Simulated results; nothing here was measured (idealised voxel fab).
Process module, titled voxel tone inversion
We display cut, a cross-section 295 nm in width whose square cells are each 5 nm.
Format of a cross-section: grid, square cells. Given as bands. Order: top down. Band: one or more rows of cells. Basically the band line says how high the top is and how high the bottom is, in nm, and then what's in it from left to right, every material with its width in nm. Empty space shows up as "air", and if a single material carries "all across" it runs the full band edge to edge. A quick word on heights: they are counted from 0, and under that level the wafer as it came to us is one material throughout. The lowest band is different from the rest in having no bottom; it simply continues downward, written as in "0 and below". Graded width ("30 to 40"): value in top row of band = first number; value in bottom row = second number; row-to-row change constant. Take "all unchanged" at face value: in the step it is given for, the cross-section changed in none of its cells. Each empty space that has no open way to the top and spans at least 8 cells appears under "Voids, enclosed" as width x height at distance, the distance counted from the left edge, all in nm. Where a step's line continues beyond its settings, the continuation is a remark by the simulator itself on that step. A step's line can hold "overlay nm"; with a mask on that step, the setting says how far right of the planned place the mask lay, while a negative setting says it lay to the left.
PLANNED STEP LIST FOR THE PROCESS
1: op RECEIVE | material Si
2: op CONFORMAL_DEP | material SiN | thk nm 5
3: op DIRECTIONAL_DEP | material aC | thk nm 20
4: op PATTERN | tone cover | mask id POSTS | material resist | width nm 25 | pitch nm 50 | thk nm 30 | overlay nm 0
5: op DIRECTIONAL_ETCH | etch materials aC | depth nm 20
6: op STRIP | etch materials resist
7: op FILL_DEP | material SiO2 | thk nm 5
8: op CMP | height nm 25
9: op STRIP | etch materials aC
DELIVERED WAFER IN CROSS-SECTION: STATE AFTER STEP 1
* 0 and below  Si all across
* Voids, enclosed: none
CROSS-SECTION AT MODULE END, ONE RUN ERROR; START AND PLAN UNCHANGED FROM ABOVE
* 25 down to 5  SiO2=65, air=20, SiO2=30, air=20, SiO2=30, air=20, SiO2=30, air=20, SiO2=60
* 5 down to 0  SiN all across
* 0 and below  Si all across
* Voids, enclosed: none
Deviation noted in wafer processing: off-plan run, step 4, actual operation and settings op PATTERN | tone cover | mask id POSTS | material resist | width nm 20 | pitch nm 50 | thk nm 30 | overlay nm 0
